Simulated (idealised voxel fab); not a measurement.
Process module heading - voxel air gaps
Cross-sectional view cut (width: 210 nm; square cell size: 5 nm).
Cross-sections here: square-cell grids, written as top-down lists of bands, a band being one or more rows of cells.
Each band's line starts with the height of the band's top and of its bottom, in nm. Then come its materials from left to right, each with its width in nm. One material with "all across" fills the band from edge to edge. "empty" is empty space.
Ref level 0: as-received wafer is one material below here. Bottom band extends down with no lower bound ("top 0, no bottom").
The expression "30..40" gives the width at the extremes of the band, the first number at its top row of cells and the second at its bottom row, with the width changing by equal amounts from each row to the next in between.
Given "same as before" for a step, no cell of the cross-section differs between before and after that step.
This entry, "Non-vented voids", enumerates those empty regions of no fewer than 8 cells that possess no open connection to the top. Each region is reported in the form width x height at distance, the distance being taken from the left edge, with all three quantities expressed in nm.
Text after the settings on a step's line: the simulator's own remark on that step.
The "overlay nm" setting may appear on a step's line; for a step that uses a mask, it gives how far to the right of its planned position the mask lay, and a negative value indicates the left.

LIST OF PLANNED PROCESS STEPS
- 1: RECEIVE | material Si
- 2: CONFORMAL_DEP | material SiO2 | thk nm 10
- 3: CONFORMAL_DEP | material SiN | thk nm 5
- 4: DIRECTIONAL_DEP | material SiO2 | thk nm 30
- 5: PATTERN | tone open | mask id LINES | material resist | width nm 20 | pitch nm 45 | thk nm 20 | overlay nm 0
- 6: DIRECTIONAL_ETCH | etch materials SiO2 | depth nm 30
- 7: STRIP | etch materials resist
- 8: CONFORMAL_DEP | material TiN | thk nm 5
- 9: FILL_DEP | material Cu | thk nm 10
- 10: CMP | height nm 45
- 11: EPI | material Ru | thk nm 10
- 12: SELECTIVE_ETCH | etch materials SiO2 | depth nm 40
- 13: CONFORMAL_DEP | material SiCN | thk nm 5

WAFER AT RECEIPT (POST STEP 1), CROSS-SECTION
    top 0, no bottom  Si all across
    Non-vented voids: none

CROSS-SECTIONAL IMAGE OF THE FIRST OF TWO WAFERS AT THE END OF THE MODULE, THE RUN HAVING PROCEEDED AS PLANNED
    top 60, bottom 55  empty: 10, then SiCN: 185, then empty: 15
    top 55, bottom 45  empty: 10, then SiCN: 5, then Ru: 40, then SiCN: 5, then Ru: 40, then SiCN: 5, then Ru: 40, then SiCN: 5, then Ru: 40, then SiCN: 5, then empty: 15
    top 45, bottom 40  empty: 10, then SiCN: 15, then TiN: 5, then Cu: 10, then TiN: 5, then SiCN: 25, then TiN: 5, then Cu: 10, then TiN: 5, then SiCN: 25, then TiN: 5, then Cu: 10, then TiN: 5, then SiCN: 25, then TiN: 5, then Cu: 10, then TiN: 5, then SiCN: 15, then empty: 15
    top 40, bottom 20  empty: 20, then SiCN: 5, then TiN: 5, then Cu: 10, then TiN: 5, then SiCN: 5, then empty: 15, then SiCN: 5, then TiN: 5, then Cu: 10, then TiN: 5, then SiCN: 5, then empty: 15, then SiCN: 5, then TiN: 5, then Cu: 10, then TiN: 5, then SiCN: 5, then empty: 15, then SiCN: 5, then TiN: 5, then Cu: 10, then TiN: 5, then SiCN: 5, then empty: 25
    top 20, bottom 15  SiCN: 25, then TiN: 20, then SiCN: 25, then TiN: 20, then SiCN: 25, then TiN: 20, then SiCN: 25, then TiN: 20, then SiCN: 30
    top 15, bottom 10  SiN all across
    top 10, bottom 0  SiO2 all across
    top 0, no bottom  Si all across
    Non-vented voids: 15 x 20 at 50; 15 x 20 at 95; 15 x 20 at 140

CROSS-SECTION, WAFER TWO OF TWO, END OF MODULE: SAME START AND PLAN AS WAFER ONE, ONE ERROR IN EXECUTION
    top 60, bottom 55  empty: 15, then SiCN: 185, then empty: 10
    top 55, bottom 45  empty: 15, then SiCN: 5, then Ru: 40, then SiCN: 5, then Ru: 40, then SiCN: 5, then Ru: 40, then SiCN: 5, then Ru: 40, then SiCN: 5, then empty: 10
    top 45, bottom 40  empty: 15, then SiCN: 15, then TiN: 5, then Cu: 10, then TiN: 5, then SiCN: 25, then TiN: 5, then Cu: 10, then TiN: 5, then SiCN: 25, then TiN: 5, then Cu: 10, then TiN: 5, then SiCN: 25, then TiN: 5, then Cu: 10, then TiN: 5, then SiCN: 15, then empty: 10
    top 40, bottom 20  empty: 25, then SiCN: 5, then TiN: 5, then Cu: 10, then TiN: 5, then SiCN: 5, then empty: 15, then SiCN: 5, then TiN: 5, then Cu: 10, then TiN: 5, then SiCN: 5, then empty: 15, then SiCN: 5, then TiN: 5, then Cu: 10, then TiN: 5, then SiCN: 5, then empty: 15, then SiCN: 5, then TiN: 5, then Cu: 10, then TiN: 5, then SiCN: 5, then empty: 20
    top 20, bottom 15  SiCN: 30, then TiN: 20, then SiCN: 25, then TiN: 20, then SiCN: 25, then TiN: 20, then SiCN: 25, then TiN: 20, then SiCN: 25
    top 15, bottom 10  SiN all across
    top 10, bottom 0  SiO2 all across
    top 0, no bottom  Si all across
    Non-vented voids: 15 x 20 at 55; 15 x 20 at 100; 15 x 20 at 145
So what did we get wrong on this run? step 5 off recipe, ran as PATTERN | tone open | mask id LINES | material resist | width nm 20 | pitch nm 45 | thk nm 20 | overlay nm 5
Final state: per-material cell counts identical on both wafers; locations differ.
